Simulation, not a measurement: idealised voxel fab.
Process module, titled voxel self aligned vias
Section shown: cut. Width: 185 nm. Cell size: 5 nm, square.
A cross-section in this document is a grid of square cells, and it is written down as bands, the top band listed before the ones below it; a band is made up of one or more rows of cells. Look at the band entry: it leads with the top's height and the bottom's height in nm. Then it lists the materials left to right, with a width in nm for each. The word "edge to edge" on a single material says that material fills the band edge to edge. The word "blank" is empty space. Where do heights start? At 0: under that level the wafer as delivered is made of one material only. And the lowest band has no floor; it just carries on downward, as in "0..down". Read "30 to 40" as a graded width: first number on top, second number at the bottom, same change between each pair of neighbouring rows. "no alteration" means the step left every cell of the cross-section as it was. The entry titled "Cavities, closed" provides the empty spaces that have no open way to the top, restricted to those of 8 cells or more. Each is presented as width x height at distance, the distance being measured from the left edge, with all three in nm. Heads up: the bit after the settings on a step's line is the simulator's remark on that step. "overlay nm" denotes, for a step that has a mask, the displacement of the mask to the right of its planned place, with negative values corresponding to the left.

This section lists the process steps that were planned
1. RECEIVE (material Si)
2. CONFORMAL_DEP (material SiO2; thk nm 15)
3. CONFORMAL_DEP (material SiCN; thk nm 5)
4. DIRECTIONAL_DEP (material SiO2; thk nm 20)
5. MASKED_ETCH (tone open; mask id LINES; width nm 25; pitch nm 50; etch materials SiO2; depth nm 20; overlay nm 0)
6. CONFORMAL_DEP (material TiN; thk nm 5)
7. FILL_DEP (material W; thk nm 10)
8. CMP (height nm 40)
9. SELECTIVE_ETCH (etch materials W Ru TiN; depth nm 5)
10. FILL_DEP (material SiN; thk nm 10)
11. CMP (height nm 40)
12. DIRECTIONAL_DEP (material SiO2; thk nm 20)
13. MASKED_ETCH (tone open; mask id VIAS; width nm 35; pitch nm 50; etch materials SiO2; depth nm 20; overlay nm 0)
14. MASKED_ETCH (tone open; mask id VIAS; width nm 35; pitch nm 50; etch materials SiN; depth nm 5; overlay nm 0)
15. CONFORMAL_DEP (material TiN; thk nm 5)
16. FILL_DEP (material Cu; thk nm 10)
17. CMP (height nm 60)
18. CONFORMAL_DEP (material SiCN; thk nm 5)

Incoming wafer, cross-sectional view, post step 1
* 0..down: Si edge to edge
* Cavities, closed: none

End-of-module cross-section of the first of two wafers, processed as planned
* 65..60: SiCN edge to edge
* 60..45: SiO2=25 | TiN=5 | Cu=25 | TiN=5 | SiO2=15 | TiN=5 | Cu=25 | TiN=5 | SiO2=15 | TiN=5 | Cu=25 | TiN=5 | SiO2=25
* 45..40: SiO2=25 | TiN=10 | Cu=15 | TiN=10 | SiO2=15 | TiN=10 | Cu=15 | TiN=10 | SiO2=15 | TiN=10 | Cu=15 | TiN=10 | SiO2=25
* 40..35: SiO2=30 | TiN=25 | SiO2=25 | TiN=25 | SiO2=25 | TiN=25 | SiO2=30
* 35..25: SiO2=30 | TiN=5 | W=15 | TiN=5 | SiO2=25 | TiN=5 | W=15 | TiN=5 | SiO2=25 | TiN=5 | W=15 | TiN=5 | SiO2=30
* 25..20: SiO2=30 | TiN=25 | SiO2=25 | TiN=25 | SiO2=25 | TiN=25 | SiO2=30
* 20..15: SiCN edge to edge
* 15..0: SiO2 edge to edge
* 0..down: Si edge to edge
* Cavities, closed: none

Wafer two, sectioned after the module: the first wafer's start, the first wafer's plan, and one mistake in how it was run
* 65..60: SiCN edge to edge
* 60..45: SiO2=25 | TiN=5 | Cu=25 | TiN=5 | SiO2=15 | TiN=5 | Cu=25 | TiN=5 | SiO2=15 | TiN=5 | Cu=25 | TiN=5 | SiO2=25
* 45..40: SiO2=25 | TiN=10 | Cu=10 | TiN=15 | SiO2=15 | TiN=10 | Cu=10 | TiN=15 | SiO2=15 | TiN=10 | Cu=10 | TiN=15 | SiO2=25
* 40..35: SiO2=30 | TiN=20 | SiN=5 | SiO2=25 | TiN=20 | SiN=5 | SiO2=25 | TiN=20 | SiN=5 | SiO2=30
* 35..25: SiO2=30 | TiN=5 | W=15 | TiN=5 | SiO2=25 | TiN=5 | W=15 | TiN=5 | SiO2=25 | TiN=5 | W=15 | TiN=5 | SiO2=30
* 25..20: SiO2=30 | TiN=25 | SiO2=25 | TiN=25 | SiO2=25 | TiN=25 | SiO2=30
* 20..15: SiCN edge to edge
* 15..0: SiO2 edge to edge
* 0..down: Si edge to edge
* Cavities, closed: none
It is concluded that the wafer was processed incorrectly with respect to the plan, in that step 14 was run on a setting that differed from the plan, and what really ran there is MASKED_ETCH (tone open; mask id VIAS; width nm 35; pitch nm 50; etch materials SiN; depth nm 5; overlay nm -10)
Final wafer comparison in cells, second versus first, more or fewer per material: -3 Cu; +3 SiN
